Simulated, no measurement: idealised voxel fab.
process module | voxel double patterning
cross-section cut | 255 nm wide | cells 5 nm
A cross-section is a grid of square cells, given in bands from the top down. A band is one or more rows of cells.
Each band's line starts with the height of the band's top and of its bottom, in nm. Then come its materials from left to right, each with its width in nm. One material with "throughout" fills the band from edge to edge. "air" is empty space.
Height 0 is the level under which the wafer as received is all one material. The lowest band goes on downwards, as in "0 down".
A width such as "30 to 40" changes by the same amount from each row of cells to the next, from the band's top row to its bottom row.
"no change" after a step means that no cell of the cross-section changed.
closed voids: empty space of 8 cells or more with no open way to the top, each as width x height at its distance from the left edge, in nm
after a step's settings: what the simulator itself notes on the step
overlay nm, on a step with a mask: how far to the right of its planned place the mask lay; to the left if negative
Each pair below shows a cross-section before one step and the cross-section after it, down to the lowest band that changed. The line under each pair gives the step between them, with its settings. The pairs can come from different runs of this module on the same starting wafer, so a pair continues from the pair above only where its "before" says so.
before
  0 down: Si throughout
  closed voids: none
after
  10 to 0: SiO2 throughout
  below 0: unchanged
  closed voids: none
the step between: op CONFORMAL_DEP | material SiO2 | thk nm 10
before: the cross-section after the pair above
after
  25 to 10: W throughout
  below 10: unchanged
  closed voids: none
the step between: op DIRECTIONAL_DEP | material W | thk nm 15
before: the cross-section after the pair above
after
  30 to 25: SiCN throughout
  below 25: unchanged
  closed voids: none
the step between: op DIRECTIONAL_DEP | material SiCN | thk nm 5
before: the cross-section after the pair above
after
  45 to 30: aC throughout
  below 30: unchanged
  closed voids: none
the step between: op DIRECTIONAL_DEP | material aC | thk nm 15
before: the cross-section after the pair above
after
  75 to 45: resist 70 | air 15 | resist 35 | air 15 | resist 35 | air 15 | resist 70
  below 45: unchanged
  closed voids: none
the step between: op PATTERN | tone open | mask id FIRST | material resist | width nm 15 | pitch nm 50 | thk nm 30 | overlay nm 0
before: the cross-section after the pair above
after
  60 to 45: resist 70 | air 15 | resist 35 | air 15 | resist 35 | air 15 | resist 70
  45 to 30: aC 70 | air 15 | aC 35 | air 15 | aC 35 | air 15 | aC 70
  below 30: unchanged
  closed voids: none
the step between: op DIRECTIONAL_ETCH | etch materials aC | depth nm 15
before: the cross-section after the pair above
after
  45 to 30: aC 70 | air 15 | aC 35 | air 15 | aC 35 | air 15 | aC 70
  below 30: unchanged
  closed voids: none
the step between: op STRIP | etch materials resist
before: the cross-section after the pair above
after
  45 to 30: aC 70 | air 15 | aC 35 | air 15 | aC 35 | air 15 | aC 70
  30 to 25: SiCN 70 | air 15 | SiCN 35 | air 15 | SiCN 35 | air 15 | SiCN 70
  below 25: unchanged
  closed voids: none
the step between: op DIRECTIONAL_ETCH | etch materials SiCN | depth nm 5
before: the cross-section after the pair above
after
  30 to 25: SiCN 70 | air 15 | SiCN 35 | air 15 | SiCN 35 | air 15 | SiCN 70
  below 25: unchanged
  closed voids: none
the step between: op STRIP | etch materials aC
before: the cross-section after the pair above
after
  45 to 30: resist 95 | air 15 | resist 35 | air 15 | resist 95
  30 to 25: SiCN 70 | resist 15 | SiCN 35 | resist 15 | SiCN 35 | resist 15 | SiCN 70
  below 25: unchanged
  closed voids: none
the step between: op PATTERN | tone open | mask id SECOND | material resist | width nm 15 | pitch nm 50 | thk nm 15 | overlay nm 0
before: the cross-section after the pair above
after
  45 to 30: resist 95 | air 15 | resist 35 | air 15 | resist 95
  30 to 25: SiCN 70 | resist 15 | SiCN 10 | air 15 | SiCN 10 | resist 15 | SiCN 10 | air 15 | SiCN 10 | resist 15 | SiCN 70
  below 25: unchanged
  closed voids: none
the step between: op DIRECTIONAL_ETCH | etch materials SiCN | depth nm 5
before: the cross-section after the pair above
after
  30 to 25: SiCN 70 | air 15 | SiCN 10 | air 15 | SiCN 10 | air 15 | SiCN 10 | air 15 | SiCN 10 | air 15 | SiCN 70
  below 25: unchanged
  closed voids: none
the step between: op STRIP | etch materials resist
before: the cross-section after the pair above
after
  30 to 25: SiCN 70 | air 15 | SiCN 10 | air 15 | SiCN 10 | air 15 | SiCN 10 | air 15 | SiCN 10 | air 15 | SiCN 70
  25 to 10: W 70 | air 15 | W 10 | air 15 | W 10 | air 15 | W 10 | air 15 | W 10 | air 15 | W 70
  below 10: unchanged
  closed voids: none
the step between: op DIRECTIONAL_ETCH | etch materials W | depth nm 15
before: the cross-section after the pair above
after
  25 to 10: W 70 | air 15 | W 10 | air 15 | W 10 | air 15 | W 10 | air 15 | W 10 | air 15 | W 70
  below 10: unchanged
  closed voids: none
the step between: op STRIP | etch materials SiCN
before
  0 down: Si throughout
  closed voids: none
after
  15 to 0: W throughout
  below 0: unchanged
  closed voids: none
the step between: op DIRECTIONAL_DEP | material W | thk nm 15
before: the cross-section after the pair above
after
  20 to 15: SiCN throughout
  below 15: unchanged
  closed voids: none
the step between: op DIRECTIONAL_DEP | material SiCN | thk nm 5
before: the cross-section after the pair above
after
  35 to 20: aC throughout
  below 20: unchanged
  closed voids: none
the step between: op DIRECTIONAL_DEP | material aC | thk nm 15
before: the cross-section after the pair above
after
  65 to 35: resist 70 | air 15 | resist 35 | air 15 | resist 35 | air 15 | resist 70
  below 35: unchanged
  closed voids: none
the step between: op PATTERN | tone open | mask id FIRST | material resist | width nm 15 | pitch nm 50 | thk nm 30 | overlay nm 0
before: the cross-section after the pair above
after
  50 to 35: resist 70 | air 15 | resist 35 | air 15 | resist 35 | air 15 | resist 70
  35 to 20: aC 70 | air 15 | aC 35 | air 15 | aC 35 | air 15 | aC 70
  below 20: unchanged
  closed voids: none
the step between: op DIRECTIONAL_ETCH | etch materials aC | depth nm 15
before: the cross-section after the pair above
after
  35 to 20: aC 70 | air 15 | aC 35 | air 15 | aC 35 | air 15 | aC 70
  below 20: unchanged
  closed voids: none
the step between: op STRIP | etch materials resist
before: the cross-section after the pair above
after
  35 to 20: aC 70 | air 15 | aC 35 | air 15 | aC 35 | air 15 | aC 70
  20 to 15: SiCN 70 | air 15 | SiCN 35 | air 15 | SiCN 35 | air 15 | SiCN 70
  below 15: unchanged
  closed voids: none
the step between: op DIRECTIONAL_ETCH | etch materials SiCN | depth nm 5
before: the cross-section after the pair above
after
  20 to 15: SiCN 70 | air 15 | SiCN 35 | air 15 | SiCN 35 | air 15 | SiCN 70
  below 15: unchanged
  closed voids: none
the step between: op STRIP | etch materials aC
before: the cross-section after the pair above
after
  35 to 20: resist 95 | air 15 | resist 35 | air 15 | resist 95
  20 to 15: SiCN 70 | resist 15 | SiCN 35 | resist 15 | SiCN 35 | resist 15 | SiCN 70
  below 15: unchanged
  closed voids: none
the step between: op PATTERN | tone open | mask id SECOND | material resist | width nm 15 | pitch nm 50 | thk nm 15 | overlay nm 0
before: the cross-section after the pair above
after
  35 to 20: resist 95 | air 15 | resist 35 | air 15 | resist 95
  20 to 15: SiCN 70 | resist 15 | SiCN 10 | air 15 | SiCN 10 | resist 15 | SiCN 10 | air 15 | SiCN 10 | resist 15 | SiCN 70
  below 15: unchanged
  closed voids: none
the step between: op DIRECTIONAL_ETCH | etch materials SiCN | depth nm 5
before: the cross-section after the pair above
after
  20 to 15: SiCN 70 | air 15 | SiCN 10 | air 15 | SiCN 10 | air 15 | SiCN 10 | air 15 | SiCN 10 | air 15 | SiCN 70
  below 15: unchanged
  closed voids: none
the step between: op STRIP | etch materials resist
before: the cross-section after the pair above
after
  20 to 15: SiCN 70 | air 15 | SiCN 10 | air 15 | SiCN 10 | air 15 | SiCN 10 | air 15 | SiCN 10 | air 15 | SiCN 70
  15 to 0: W 70 | air 15 | W 10 | air 15 | W 10 | air 15 | W 10 | air 15 | W 10 | air 15 | W 70
  below 0: unchanged
  closed voids: none
the step between: op DIRECTIONAL_ETCH | etch materials W | depth nm 15
before: the cross-section after the pair above
after
  15 to 0: W 70 | air 15 | W 10 | air 15 | W 10 | air 15 | W 10 | air 15 | W 10 | air 15 | W 70
  below 0: unchanged
  closed voids: none
the step between: op STRIP | etch materials SiCN
before
  25 to 10: W throughout
  10 to 0: SiO2 throughout
  0 down: Si throughout
  closed voids: none
after
  40 to 10: W throughout
  below 10: unchanged
  closed voids: none
the step between: op DIRECTIONAL_DEP | material W | thk nm 15
before: the cross-section after the pair above
after
  45 to 40: SiCN throughout
  below 40: unchanged
  closed voids: none
the step between: op DIRECTIONAL_DEP | material SiCN | thk nm 5
before: the cross-section after the pair above
after
  60 to 45: aC throughout
  below 45: unchanged
  closed voids: none
the step between: op DIRECTIONAL_DEP | material aC | thk nm 15
before: the cross-section after the pair above
after
  90 to 60: resist 70 | air 15 | resist 35 | air 15 | resist 35 | air 15 | resist 70
  below 60: unchanged
  closed voids: none
the step between: op PATTERN | tone open | mask id FIRST | material resist | width nm 15 | pitch nm 50 | thk nm 30 | overlay nm 0
before: the cross-section after the pair above
after
  75 to 60: resist 70 | air 15 | resist 35 | air 15 | resist 35 | air 15 | resist 70
  60 to 45: aC 70 | air 15 | aC 35 | air 15 | aC 35 | air 15 | aC 70
  below 45: unchanged
  closed voids: none
the step between: op DIRECTIONAL_ETCH | etch materials aC | depth nm 15
before: the cross-section after the pair above
after
  60 to 45: aC 70 | air 15 | aC 35 | air 15 | aC 35 | air 15 | aC 70
  below 45: unchanged
  closed voids: none
the step between: op STRIP | etch materials resist
before: the cross-section after the pair above
after
  60 to 45: aC 70 | air 15 | aC 35 | air 15 | aC 35 | air 15 | aC 70
  45 to 40: SiCN 70 | air 15 | SiCN 35 | air 15 | SiCN 35 | air 15 | SiCN 70
  below 40: unchanged
  closed voids: none
the step between: op DIRECTIONAL_ETCH | etch materials SiCN | depth nm 5
before: the cross-section after the pair above
after
  45 to 40: SiCN 70 | air 15 | SiCN 35 | air 15 | SiCN 35 | air 15 | SiCN 70
  below 40: unchanged
  closed voids: none
the step between: op STRIP | etch materials aC
before: the cross-section after the pair above
after
  60 to 45: resist 95 | air 15 | resist 35 | air 15 | resist 95
  45 to 40: SiCN 70 | resist 15 | SiCN 35 | resist 15 | SiCN 35 | resist 15 | SiCN 70
  below 40: unchanged
  closed voids: none
the step between: op PATTERN | tone open | mask id SECOND | material resist | width nm 15 | pitch nm 50 | thk nm 15 | overlay nm 0
before: the cross-section after the pair above
after
  60 to 45: resist 95 | air 15 | resist 35 | air 15 | resist 95
  45 to 40: SiCN 70 | resist 15 | SiCN 10 | air 15 | SiCN 10 | resist 15 | SiCN 10 | air 15 | SiCN 10 | resist 15 | SiCN 70
  below 40: unchanged
  closed voids: none
the step between: op DIRECTIONAL_ETCH | etch materials SiCN | depth nm 5
before: the cross-section after the pair above
after
  45 to 40: SiCN 70 | air 15 | SiCN 10 | air 15 | SiCN 10 | air 15 | SiCN 10 | air 15 | SiCN 10 | air 15 | SiCN 70
  below 40: unchanged
  closed voids: none
the step between: op STRIP | etch materials resist
before: the cross-section after the pair above
after
  45 to 40: SiCN 70 | air 15 | SiCN 10 | air 15 | SiCN 10 | air 15 | SiCN 10 | air 15 | SiCN 10 | air 15 | SiCN 70
  40 to 25: W 70 | air 15 | W 10 | air 15 | W 10 | air 15 | W 10 | air 15 | W 10 | air 15 | W 70
  below 25: unchanged
  closed voids: none
the step between: op DIRECTIONAL_ETCH | etch materials W | depth nm 15
before: the cross-section after the pair above
after
  40 to 25: W 70 | air 15 | W 10 | air 15 | W 10 | air 15 | W 10 | air 15 | W 10 | air 15 | W 70
  below 25: unchanged
  closed voids: none
the step between: op STRIP | etch materials SiCN
before
  15 to 0: W throughout
  0 down: Si throughout
  closed voids: none
after
  25 to 15: SiO2 throughout
  below 15: unchanged
  closed voids: none
the step between: op CONFORMAL_DEP | material SiO2 | thk nm 10
before: the cross-section after the pair above
after
  30 to 25: SiCN throughout
  below 25: unchanged
  closed voids: none
the step between: op DIRECTIONAL_DEP | material SiCN | thk nm 5
before: the cross-section after the pair above
after
  45 to 30: aC throughout
  below 30: unchanged
  closed voids: none
the step between: op DIRECTIONAL_DEP | material aC | thk nm 15
before: the cross-section after the pair above
after
  75 to 45: resist 70 | air 15 | resist 35 | air 15 | resist 35 | air 15 | resist 70
  below 45: unchanged
  closed voids: none
the step between: op PATTERN | tone open | mask id FIRST | material resist | width nm 15 | pitch nm 50 | thk nm 30 | overlay nm 0
before: the cross-section after the pair above
after
  60 to 45: resist 70 | air 15 | resist 35 | air 15 | resist 35 | air 15 | resist 70
  45 to 30: aC 70 | air 15 | aC 35 | air 15 | aC 35 | air 15 | aC 70
  below 30: unchanged
  closed voids: none
the step between: op DIRECTIONAL_ETCH | etch materials aC | depth nm 15
before: the cross-section after the pair above
after
  45 to 30: aC 70 | air 15 | aC 35 | air 15 | aC 35 | air 15 | aC 70
  below 30: unchanged
  closed voids: none
the step between: op STRIP | etch materials resist
before: the cross-section after the pair above
after
  45 to 30: aC 70 | air 15 | aC 35 | air 15 | aC 35 | air 15 | aC 70
  30 to 25: SiCN 70 | air 15 | SiCN 35 | air 15 | SiCN 35 | air 15 | SiCN 70
  below 25: unchanged
  closed voids: none
the step between: op DIRECTIONAL_ETCH | etch materials SiCN | depth nm 5
before: the cross-section after the pair above
after
  30 to 25: SiCN 70 | air 15 | SiCN 35 | air 15 | SiCN 35 | air 15 | SiCN 70
  below 25: unchanged
  closed voids: none
the step between: op STRIP | etch materials aC
before: the cross-section after the pair above
after
  45 to 30: resist 95 | air 15 | resist 35 | air 15 | resist 95
  30 to 25: SiCN 70 | resist 15 | SiCN 35 | resist 15 | SiCN 35 | resist 15 | SiCN 70
  below 25: unchanged
  closed voids: none
the step between: op PATTERN | tone open | mask id SECOND | material resist | width nm 15 | pitch nm 50 | thk nm 15 | overlay nm 0
before: the cross-section after the pair above
after
  45 to 30: resist 95 | air 15 | resist 35 | air 15 | resist 95
  30 to 25: SiCN 70 | resist 15 | SiCN 10 | air 15 | SiCN 10 | resist 15 | SiCN 10 | air 15 | SiCN 10 | resist 15 | SiCN 70
  below 25: unchanged
  closed voids: none
the step between: op DIRECTIONAL_ETCH | etch materials SiCN | depth nm 5
before: the cross-section after the pair above
after
  30 to 25: SiCN 70 | air 15 | SiCN 10 | air 15 | SiCN 10 | air 15 | SiCN 10 | air 15 | SiCN 10 | air 15 | SiCN 70
  below 25: unchanged
  closed voids: none
the step between: op STRIP | etch materials resist
before: the cross-section after the pair above
after
  25 to 15: SiO2 throughout
  below 15: unchanged
  closed voids: none
the step between: op STRIP | etch materials SiCN
before
  10 to 0: SiO2 throughout
  0 down: Si throughout
  closed voids: none
after
  30 to 10: W throughout
  below 10: unchanged
  closed voids: none
the step between: op DIRECTIONAL_DEP | material W | thk nm 20
before: the cross-section after the pair above
after
  35 to 30: SiCN throughout
  below 30: unchanged
  closed voids: none
the step between: op DIRECTIONAL_DEP | material SiCN | thk nm 5
before: the cross-section after the pair above
after
  50 to 35: aC throughout
  below 35: unchanged
  closed voids: none
the step between: op DIRECTIONAL_DEP | material aC | thk nm 15
before: the cross-section after the pair above
after
  80 to 50: resist 70 | air 15 | resist 35 | air 15 | resist 35 | air 15 | resist 70
  below 50: unchanged
  closed voids: none
the step between: op PATTERN | tone open | mask id FIRST | material resist | width nm 15 | pitch nm 50 | thk nm 30 | overlay nm 0
before: the cross-section after the pair above
after
  65 to 50: resist 70 | air 15 | resist 35 | air 15 | resist 35 | air 15 | resist 70
  50 to 35: aC 70 | air 15 | aC 35 | air 15 | aC 35 | air 15 | aC 70
  below 35: unchanged
  closed voids: none
the step between: op DIRECTIONAL_ETCH | etch materials aC | depth nm 15
before: the cross-section after the pair above
after
  50 to 35: aC 70 | air 15 | aC 35 | air 15 | aC 35 | air 15 | aC 70
  below 35: unchanged
  closed voids: none
the step between: op STRIP | etch materials resist
before: the cross-section after the pair above
after
  50 to 35: aC 70 | air 15 | aC 35 | air 15 | aC 35 | air 15 | aC 70
  35 to 30: SiCN 70 | air 15 | SiCN 35 | air 15 | SiCN 35 | air 15 | SiCN 70
  below 30: unchanged
  closed voids: none
the step between: op DIRECTIONAL_ETCH | etch materials SiCN | depth nm 5
before: the cross-section after the pair above
after
  35 to 30: SiCN 70 | air 15 | SiCN 35 | air 15 | SiCN 35 | air 15 | SiCN 70
  below 30: unchanged
  closed voids: none
the step between: op STRIP | etch materials aC
before: the cross-section after the pair above
after
  50 to 35: resist 95 | air 15 | resist 35 | air 15 | resist 95
  35 to 30: SiCN 70 | resist 15 | SiCN 35 | resist 15 | SiCN 35 | resist 15 | SiCN 70
  below 30: unchanged
  closed voids: none
the step between: op PATTERN | tone open | mask id SECOND | material resist | width nm 15 | pitch nm 50 | thk nm 15 | overlay nm 0
before: the cross-section after the pair above
after
  50 to 35: resist 95 | air 15 | resist 35 | air 15 | resist 95
  35 to 30: SiCN 70 | resist 15 | SiCN 10 | air 15 | SiCN 10 | resist 15 | SiCN 10 | air 15 | SiCN 10 | resist 15 | SiCN 70
  below 30: unchanged
  closed voids: none
the step between: op DIRECTIONAL_ETCH | etch materials SiCN | depth nm 5
before: the cross-section after the pair above
after
  35 to 30: SiCN 70 | air 15 | SiCN 10 | air 15 | SiCN 10 | air 15 | SiCN 10 | air 15 | SiCN 10 | air 15 | SiCN 70
  below 30: unchanged
  closed voids: none
the step between: op STRIP | etch materials resist
before: the cross-section after the pair above
after
  35 to 30: SiCN 70 | air 15 | SiCN 10 | air 15 | SiCN 10 | air 15 | SiCN 10 | air 15 | SiCN 10 | air 15 | SiCN 70
  30 to 15: W 70 | air 15 | W 10 | air 15 | W 10 | air 15 | W 10 | air 15 | W 10 | air 15 | W 70
  below 15: unchanged
  closed voids: none
the step between: op DIRECTIONAL_ETCH | etch materials W | depth nm 15
before: the cross-section after the pair above
after
  30 to 15: W 70 | air 15 | W 10 | air 15 | W 10 | air 15 | W 10 | air 15 | W 10 | air 15 | W 70
  below 15: unchanged
  closed voids: none
the step between: op STRIP | etch materials SiCN
before
  45 to 30: aC throughout
  30 to 25: SiCN throughout
  25 to 10: W throughout
  10 to 0: SiO2 throughout
  0 down: Si throughout
  closed voids: none
after
  75 to 45: resist 65 | air 25 | resist 25 | air 25 | resist 25 | air 25 | resist 65
  below 45: unchanged
  closed voids: none
the step between: op PATTERN | tone open | mask id FIRST | material resist | width nm 25 | pitch nm 50 | thk nm 30 | overlay nm 0
before: the cross-section after the pair above
after
  60 to 45: resist 65 | air 25 | resist 25 | air 25 | resist 25 | air 25 | resist 65
  45 to 30: aC 65 | air 25 | aC 25 | air 25 | aC 25 | air 25 | aC 65
  below 30: unchanged
  closed voids: none
the step between: op DIRECTIONAL_ETCH | etch materials aC | depth nm 15
before: the cross-section after the pair above
after
  45 to 30: aC 65 | air 25 | aC 25 | air 25 | aC 25 | air 25 | aC 65
  below 30: unchanged
  closed voids: none
the step between: op STRIP | etch materials resist
before: the cross-section after the pair above
after
  45 to 30: aC 65 | air 25 | aC 25 | air 25 | aC 25 | air 25 | aC 65
  30 to 25: SiCN 65 | air 25 | SiCN 25 | air 25 | SiCN 25 | air 25 | SiCN 65
  below 25: unchanged
  closed voids: none
the step between: op DIRECTIONAL_ETCH | etch materials SiCN | depth nm 5
before: the cross-section after the pair above
after
  30 to 25: SiCN 65 | air 25 | SiCN 25 | air 25 | SiCN 25 | air 25 | SiCN 65
  below 25: unchanged
  closed voids: none
the step between: op STRIP | etch materials aC
before: the cross-section after the pair above
after
  45 to 30: resist 95 | air 15 | resist 35 | air 15 | resist 95
  30 to 25: SiCN 65 | resist 25 | SiCN 25 | resist 25 | SiCN 25 | resist 25 | SiCN 65
  below 25: unchanged
  closed voids: none
the step between: op PATTERN | tone open | mask id SECOND | material resist | width nm 15 | pitch nm 50 | thk nm 15 | overlay nm 0
before: the cross-section after the pair above
after
  45 to 30: resist 95 | air 15 | resist 35 | air 15 | resist 95
  30 to 25: SiCN 65 | resist 25 | SiCN 5 | air 15 | SiCN 5 | resist 25 | SiCN 5 | air 15 | SiCN 5 | resist 25 | SiCN 65
  below 25: unchanged
  closed voids: none
the step between: op DIRECTIONAL_ETCH | etch materials SiCN | depth nm 5
before: the cross-section after the pair above
after
  30 to 25: SiCN 65 | air 25 | SiCN 5 | air 15 | SiCN 5 | air 25 | SiCN 5 | air 15 | SiCN 5 | air 25 | SiCN 65
  below 25: unchanged
  closed voids: none
the step between: op STRIP | etch materials resist
before: the cross-section after the pair above
after
  30 to 25: SiCN 65 | air 25 | SiCN 5 | air 15 | SiCN 5 | air 25 | SiCN 5 | air 15 | SiCN 5 | air 25 | SiCN 65
  25 to 10: W 65 | air 25 | W 5 | air 15 | W 5 | air 25 | W 5 | air 15 | W 5 | air 25 | W 65
  below 10: unchanged
  closed voids: none
the step between: op DIRECTIONAL_ETCH | etch materials W | depth nm 15
before: the cross-section after the pair above
after
  25 to 10: W 65 | air 25 | W 5 | air 15 | W 5 | air 25 | W 5 | air 15 | W 5 | air 25 | W 65
  below 10: unchanged
  closed voids: none
the step between: op STRIP | etch materials SiCN
before
  45 to 30: aC throughout
  30 to 25: SiCN throughout
  25 to 10: W throughout
  10 to 0: SiO2 throughout
  0 down: Si throughout
  closed voids: none
after
  75 to 45: resist 80 | air 15 | resist 35 | air 15 | resist 35 | air 15 | resist 60
  below 45: unchanged
  closed voids: none
the step between: op PATTERN | tone open | mask id FIRST | material resist | width nm 15 | pitch nm 50 | thk nm 30 | overlay nm 10
before: the cross-section after the pair above
after
  60 to 45: resist 80 | air 15 | resist 35 | air 15 | resist 35 | air 15 | resist 60
  45 to 30: aC 80 | air 15 | aC 35 | air 15 | aC 35 | air 15 | aC 60
  below 30: unchanged
  closed voids: none
the step between: op DIRECTIONAL_ETCH | etch materials aC | depth nm 15
before: the cross-section after the pair above
after
  45 to 30: aC 80 | air 15 | aC 35 | air 15 | aC 35 | air 15 | aC 60
  below 30: unchanged
  closed voids: none
the step between: op STRIP | etch materials resist
before: the cross-section after the pair above
after
  45 to 30: aC 80 | air 15 | aC 35 | air 15 | aC 35 | air 15 | aC 60
  30 to 25: SiCN 80 | air 15 | SiCN 35 | air 15 | SiCN 35 | air 15 | SiCN 60
  below 25: unchanged
  closed voids: none
the step between: op DIRECTIONAL_ETCH | etch materials SiCN | depth nm 5
before: the cross-section after the pair above
after
  30 to 25: SiCN 80 | air 15 | SiCN 35 | air 15 | SiCN 35 | air 15 | SiCN 60
  below 25: unchanged
  closed voids: none
the step between: op STRIP | etch materials aC
before: the cross-section after the pair above
after
  45 to 30: resist 95 | air 15 | resist 35 | air 15 | resist 95
  30 to 25: SiCN 80 | resist 15 | SiCN 35 | resist 15 | SiCN 35 | resist 15 | SiCN 60
  below 25: unchanged
  closed voids: none
the step between: op PATTERN | tone open | mask id SECOND | material resist | width nm 15 | pitch nm 50 | thk nm 15 | overlay nm 0
before: the cross-section after the pair above
after
  45 to 30: resist 95 | air 15 | resist 35 | air 15 | resist 95
  30 to 25: SiCN 80 | resist 15 | air 15 | SiCN 20 | resist 15 | air 15 | SiCN 20 | resist 15 | SiCN 60
  below 25: unchanged
  closed voids: none
the step between: op DIRECTIONAL_ETCH | etch materials SiCN | depth nm 5
before: the cross-section after the pair above
after
  30 to 25: SiCN 80 | air 30 | SiCN 20 | air 30 | SiCN 20 | air 15 | SiCN 60
  below 25: unchanged
  closed voids: none
the step between: op STRIP | etch materials resist
before: the cross-section after the pair above
after
  30 to 25: SiCN 80 | air 30 | SiCN 20 | air 30 | SiCN 20 | air 15 | SiCN 60
  25 to 10: W 80 | air 30 | W 20 | air 30 | W 20 | air 15 | W 60
  below 10: unchanged
  closed voids: none
the step between: op DIRECTIONAL_ETCH | etch materials W | depth nm 15
before: the cross-section after the pair above
after
  25 to 10: W 80 | air 30 | W 20 | air 30 | W 20 | air 15 | W 60
  below 10: unchanged
  closed voids: none
the step between: op STRIP | etch materials SiCN
before
  0 down: Si throughout
  closed voids: none
after
  10 to 0: W throughout
  below 0: unchanged
  closed voids: none
the step between: op CONFORMAL_DEP | material W | thk nm 10
before: the cross-section after the pair above
after
  25 to 0: W throughout
  below 0: unchanged
  closed voids: none
the step between: op DIRECTIONAL_DEP | material W | thk nm 15
before: the cross-section after the pair above
after
  30 to 25: SiCN throughout
  below 25: unchanged
  closed voids: none
the step between: op DIRECTIONAL_DEP | material SiCN | thk nm 5
before: the cross-section after the pair above
after
  45 to 30: aC throughout
  below 30: unchanged
  closed voids: none
the step between: op DIRECTIONAL_DEP | material aC | thk nm 15
before: the cross-section after the pair above
after
  75 to 45: resist 70 | air 15 | resist 35 | air 15 | resist 35 | air 15 | resist 70
  below 45: unchanged
  closed voids: none
the step between: op PATTERN | tone open | mask id FIRST | material resist | width nm 15 | pitch nm 50 | thk nm 30 | overlay nm 0
before: the cross-section after the pair above
after
  60 to 45: resist 70 | air 15 | resist 35 | air 15 | resist 35 | air 15 | resist 70
  45 to 30: aC 70 | air 15 | aC 35 | air 15 | aC 35 | air 15 | aC 70
  below 30: unchanged
  closed voids: none
the step between: op DIRECTIONAL_ETCH | etch materials aC | depth nm 15
before: the cross-section after the pair above
after
  45 to 30: aC 70 | air 15 | aC 35 | air 15 | aC 35 | air 15 | aC 70
  below 30: unchanged
  closed voids: none
the step between: op STRIP | etch materials resist
before: the cross-section after the pair above
after
  45 to 30: aC 70 | air 15 | aC 35 | air 15 | aC 35 | air 15 | aC 70
  30 to 25: SiCN 70 | air 15 | SiCN 35 | air 15 | SiCN 35 | air 15 | SiCN 70
  below 25: unchanged
  closed voids: none
the step between: op DIRECTIONAL_ETCH | etch materials SiCN | depth nm 5
before: the cross-section after the pair above
after
  30 to 25: SiCN 70 | air 15 | SiCN 35 | air 15 | SiCN 35 | air 15 | SiCN 70
  below 25: unchanged
  closed voids: none
the step between: op STRIP | etch materials aC
before: the cross-section after the pair above
after
  45 to 30: resist 95 | air 15 | resist 35 | air 15 | resist 95
  30 to 25: SiCN 70 | resist 15 | SiCN 35 | resist 15 | SiCN 35 | resist 15 | SiCN 70
  below 25: unchanged
  closed voids: none
the step between: op PATTERN | tone open | mask id SECOND | material resist | width nm 15 | pitch nm 50 | thk nm 15 | overlay nm 0
before: the cross-section after the pair above
after
  45 to 30: resist 95 | air 15 | resist 35 | air 15 | resist 95
  30 to 25: SiCN 70 | resist 15 | SiCN 10 | air 15 | SiCN 10 | resist 15 | SiCN 10 | air 15 | SiCN 10 | resist 15 | SiCN 70
  below 25: unchanged
  closed voids: none
the step between: op DIRECTIONAL_ETCH | etch materials SiCN | depth nm 5
before: the cross-section after the pair above
after
  30 to 25: SiCN 70 | air 15 | SiCN 10 | air 15 | SiCN 10 | air 15 | SiCN 10 | air 15 | SiCN 10 | air 15 | SiCN 70
  below 25: unchanged
  closed voids: none
the step between: op STRIP | etch materials resist
before: the cross-section after the pair above
after
  30 to 25: SiCN 70 | air 15 | SiCN 10 | air 15 | SiCN 10 | air 15 | SiCN 10 | air 15 | SiCN 10 | air 15 | SiCN 70
  25 to 10: W 70 | air 15 | W 10 | air 15 | W 10 | air 15 | W 10 | air 15 | W 10 | air 15 | W 70
  below 10: unchanged
  closed voids: none
the step between: op DIRECTIONAL_ETCH | etch materials W | depth nm 15
before: the cross-section after the pair above
after
  25 to 10: W 70 | air 15 | W 10 | air 15 | W 10 | air 15 | W 10 | air 15 | W 10 | air 15 | W 70
  below 10: unchanged
  closed voids: none
the step between: op STRIP | etch materials SiCN
before
  45 to 30: aC throughout
  30 to 25: SiCN throughout
  25 to 10: W throughout
  10 to 0: SiO2 throughout
  0 down: Si throughout
  closed voids: none
after
  75 to 45: air 70 | resist 15 | air 35 | resist 15 | air 35 | resist 15 | air 70
  below 45: unchanged
  closed voids: none
the step between: op PATTERN | tone cover | mask id FIRST | material resist | width nm 15 | pitch nm 50 | thk nm 30 | overlay nm 0
before: the cross-section after the pair above
after
  60 to 45: air 70 | resist 15 | air 35 | resist 15 | air 35 | resist 15 | air 70
  45 to 30: air 70 | aC 15 | air 35 | aC 15 | air 35 | aC 15 | air 70
  below 30: unchanged
  closed voids: none
the step between: op DIRECTIONAL_ETCH | etch materials aC | depth nm 15
before: the cross-section after the pair above
after
  45 to 30: air 70 | aC 15 | air 35 | aC 15 | air 35 | aC 15 | air 70
  below 30: unchanged
  closed voids: none
the step between: op STRIP | etch materials resist
before: the cross-section after the pair above
after
  45 to 30: air 70 | aC 15 | air 35 | aC 15 | air 35 | aC 15 | air 70
  30 to 25: air 70 | SiCN 15 | air 35 | SiCN 15 | air 35 | SiCN 15 | air 70
  below 25: unchanged
  closed voids: none
the step between: op DIRECTIONAL_ETCH | etch materials SiCN | depth nm 5
before: the cross-section after the pair above
after
  30 to 25: air 70 | SiCN 15 | air 35 | SiCN 15 | air 35 | SiCN 15 | air 70
  below 25: unchanged
  closed voids: none
the step between: op STRIP | etch materials aC
before: the cross-section after the pair above
after
  45 to 30: resist 95 | air 15 | resist 35 | air 15 | resist 95
  30 to 25: resist 70 | SiCN 15 | resist 10 | air 15 | resist 10 | SiCN 15 | resist 10 | air 15 | resist 10 | SiCN 15 | resist 70
  below 25: unchanged
  closed voids: none
the step between: op PATTERN | tone open | mask id SECOND | material resist | width nm 15 | pitch nm 50 | thk nm 15 | overlay nm 0
before: the cross-section after the pair above
after
  30 to 25: air 70 | SiCN 15 | air 35 | SiCN 15 | air 35 | SiCN 15 | air 70
  below 25: unchanged
  closed voids: none
the step between: op STRIP | etch materials resist
before: the cross-section after the pair above
after
  30 to 25: air 70 | SiCN 15 | air 35 | SiCN 15 | air 35 | SiCN 15 | air 70
  25 to 10: air 70 | W 15 | air 35 | W 15 | air 35 | W 15 | air 70
  below 10: unchanged
  closed voids: none
the step between: op DIRECTIONAL_ETCH | etch materials W | depth nm 15
before: the cross-section after the pair above
after
  25 to 10: air 70 | W 15 | air 35 | W 15 | air 35 | W 15 | air 70
  below 10: unchanged
  closed voids: none
the step between: op STRIP | etch materials SiCN
